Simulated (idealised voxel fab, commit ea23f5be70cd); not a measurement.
The following process module bears the name voxel self aligned contacts.
Displayed cross-section: cut, width of 145 nm, square cells sized 5 nm.
Format of a cross-section: grid, square cells. Given as bands. Order: top down. Band: one or more rows of cells. Quick guide to a band line: top height, bottom height (nm) up front; then every material left to right with its width in nm. Only one material and it's marked "all across"? Then it fills the band edge to edge. And "blank" just means empty space. Heads up on the height convention: 0 is the point under which the incoming wafer is all one material, and the lowest band has no bottom, it just keeps going down, like "z 0 and below". When a width is written as two numbers, as in "30 to 40", the first number is the width in the top row of cells of the band and the second is the width in its bottom row, and the width changes by the same amount from each row to the next. Where a step carries "all unchanged", the cross-section came out of it unchanged, cell for cell. "Sealed-off cavities": sealed empty spaces, 8 cells or more, no open way to top, listed width x height at distance, with distance from the left edge and width, height and distance in nm. Step line, after settings: the simulator's comment on this step. Among the settings permitted on a step's line is "overlay nm"; applied to a step with a mask, it specifies the extent to which the mask lay to the right of its planned position, whereas a negative figure signifies a position to the left.
THE FOLLOWING LIST GIVES THE PLANNED PROCESS STEPS
- 1: RECEIVE: material Si
- 2: CONFORMAL_DEP: material SiO2, thk nm 5
- 3: DIRECTIONAL_DEP: material polySi, thk nm 20
- 4: DIRECTIONAL_DEP: material SiN, thk nm 25
- 5: PATTERN: tone cover, mask id GATE, material resist, width nm 30, pitch nm 70, thk nm 15, overlay nm 0
- 6: DIRECTIONAL_ETCH: etch materials SiN, depth nm 25
- 7: DIRECTIONAL_ETCH: etch materials polySi, depth nm 20
- 8: STRIP: etch materials resist
- 9: CONFORMAL_DEP: material SiN, thk nm 10
- 10: DIRECTIONAL_ETCH: etch materials SiN, depth nm 10
- 11: FILL_DEP: material SiO2, thk nm 15
- 12: CMP: height nm 55
- 13: MASKED_ETCH: tone open, mask id CONTACT, width nm 50, etch materials SiO2, depth nm 55, overlay nm 0
- 14: CONFORMAL_DEP: material TiN, thk nm 5
- 15: FILL_DEP: material W, thk nm 10
- 16: CMP: height nm 55
- 17: CONFORMAL_DEP: material SiCN, thk nm 5
SHOWN IN CROSS-SECTION IS THE WAFER AS RECEIVED, THAT IS, AS IT STANDS AFTER STEP 1
  z 0 and below = Si all across
  Sealed-off cavities: none
THE PLAN ABOVE WAS CARRIED OUT ON THE STARTING STRUCTURE ABOVE WITH ONE MISTAKE, AND THIS CROSS-SECTION SHOWS THE WAFER AT THE END OF THE MODULE
  z 60 to 55 = SiCN all across
  z 55 to 50 = SiO2=45, then TiN=20, then W=10, then TiN=20, then SiO2=50
  z 50 to 40 = SiO2=10, then SiN=50, then TiN=5, then W=10, then TiN=5, then SiN=50, then SiO2=15
  z 40 to 35 = SiO2=10, then SiN=50, then TiN=20, then SiN=50, then SiO2=15
  z 35 to 25 = SiN all across
  z 25 to 5 = polySi all across
  z 5 to 0 = SiO2 all across
  z 0 and below = Si all across
  Sealed-off cavities: none
What went wrong in running the wafer? step 6 off recipe, ran as DIRECTIONAL_ETCH: etch materials SiN, depth nm 15
